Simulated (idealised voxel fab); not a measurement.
process module | voxel fin reveal
cross-section cut | 225 nm wide | cells 5 nm
A cross-section is a grid of square cells, given in bands from the top down. A band is one or more rows of cells.
Each band's line starts with the height of the band's top and of its bottom, in nm. Then come its materials from left to right, each with its width in nm. One material with "throughout" fills the band from edge to edge. "air" is empty space.
Height 0 is the level under which the wafer as received is all one material. The lowest band goes on downwards, as in "0 down".
A width such as "30 to 40" changes by the same amount from each row of cells to the next, from the band's top row to its bottom row.
"no change" after a step means that no cell of the cross-section changed.
closed voids: empty space of 8 cells or more with no open way to the top, each as width x height at its distance from the left edge, in nm
after a step's settings: what the simulator itself notes on the step
overlay nm, on a step with a mask: how far to the right of its planned place the mask lay; to the left if negative
plan
1 op RECEIVE | material Si
2 op CONFORMAL_DEP | material SiN | thk nm 5
3 op MASKED_ETCH | tone cover | mask id FINS | width nm 15 | pitch nm 35 | etch materials SiN | depth nm 5 | overlay nm 0
4 op MASKED_ETCH | tone cover | mask id FINS | width nm 15 | pitch nm 35 | etch materials Si | depth nm 35 | overlay nm 0
5 op FILL_DEP | material SiO2 | thk nm 5
6 op CMP | height nm 5
7 op SELECTIVE_ETCH | etch materials SiO2 | depth nm 30
8 op STRIP | etch materials SiN
9 op CONFORMAL_DEP | material SiO2 | thk nm 5
as received, after step 1
  0 down: Si throughout
  closed voids: none
a wafer at the end: this start, this plan, one mistake
  5 to 0: air 65 | SiO2 25 | air 10 | SiO2 25 | air 10 | SiO2 25 | air 65
  0 to -20: air 65 | SiO2 5 | Si 15 | SiO2 5 | air 10 | SiO2 5 | Si 15 | SiO2 5 | air 10 | SiO2 5 | Si 15 | SiO2 5 | air 65
  -20 to -25: SiO2 45 | air 20 | SiO2 5 | Si 15 | SiO2 5 | air 10 | SiO2 5 | Si 15 | SiO2 5 | air 10 | SiO2 5 | Si 15 | SiO2 5 | air 20 | SiO2 45
  -25 to -35: SiO2 70 | Si 15 | SiO2 20 | Si 15 | SiO2 20 | Si 15 | SiO2 70
  -35 down: Si throughout
  closed voids: none
what went wrong: steps 7 and 8 were swapped
